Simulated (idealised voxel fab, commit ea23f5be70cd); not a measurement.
voxel trench capacitor: a process module
The figure presents cross-section cut, which has a width of 290 nm and is divided into square cells with an edge length of 5 nm.
In what follows, cross-sections appear as grids of square cells, described through bands that run from the top down, where every band is one or more rows of cells. In this notation a band is specified by the heights of its top and bottom, in that order and in nm, after which its materials appear from left to right, each paired with its width in nm. The word "everywhere" attached to a single material means that material fills the band from edge to edge; the word "blank" stands for empty space. All heights in this document are referenced to 0, defined as the level beneath which the wafer, as received, consists entirely of one material. The lowest band is not bounded below; it extends indefinitely downward and is written in the form "0 -> down". Width spec "30 to 40" -> top row of cells at first value, bottom row at second value, equal per-row change in between. It should be understood that the words "no alterations made", when stated for a given step, signify that the cross-section underwent no change in any of its cells during that step. The label "Enclosed cavity list" introduces a list of the empty spaces, 8 cells or larger, that have no open way up to the top; each entry in it reads width x height at distance, where the distance is taken from the left edge and all three are stated in nm. What comes after the settings on a step's line is commentary from the simulator itself on that step. The line of a step may include "overlay nm". On a step with a mask, this value is how far to the right of its planned place the mask lay. A negative value means the mask lay to the left.

-- Listed below are the process steps as planned
- 1: RECEIVE (material Si)
- 2: CONFORMAL_DEP (material SiN; thk nm 5)
- 3: DIRECTIONAL_DEP (material aC; thk nm 10)
- 4: PATTERN (tone open; mask id TRENCH; material resist; width nm 25; pitch nm 50; thk nm 25; overlay nm 0)
- 5: DIRECTIONAL_ETCH (etch materials aC; depth nm 10)
- 6: STRIP (etch materials resist)
- 7: DIRECTIONAL_ETCH (etch materials SiN; depth nm 5)
- 8: DIRECTIONAL_ETCH (etch materials Si; depth nm 30)
- 9: STRIP (etch materials aC)
- 10: CONFORMAL_DEP (material SiO2; thk nm 5)
- 11: FILL_DEP (material polySi; thk nm 10)
- 12: CMP (height nm -5)
Across this set of wafers, the varied parameter is the height nm of step 12. Starting conditions are identical for every wafer, and the plan reports the value assigned to the first wafer.

-- Cross-section of the first of several received wafers, showing its state after step 1
  0 -> down | Si everywhere
  Enclosed cavity list: none

-- Below is a per-wafer table. In it, each row describes the wafer at the end of the module by giving, for each material, the number of cells gained (+) or lost (-) since the wafer was received, and after that the closed voids of the wafer
height nm -5, -158 Si, +52 SiO2, +48 polySi, Enclosed cavity list: none
height nm 0, -120 Si, +60 SiO2, +60 polySi, Enclosed cavity list: none
height nm 5, -120 Si, +38 SiN, +68 SiO2, +72 polySi, Enclosed cavity list: none
height nm 10, -120 Si, +38 SiN, +114 SiO2, +84 polySi, Enclosed cavity list: none
height nm 15, -120 Si, +38 SiN, +114 SiO2, +142 polySi, Enclosed cavity list: none
height nm 20, -120 Si, +38 SiN, +114 SiO2, +200 polySi, Enclosed cavity list: none
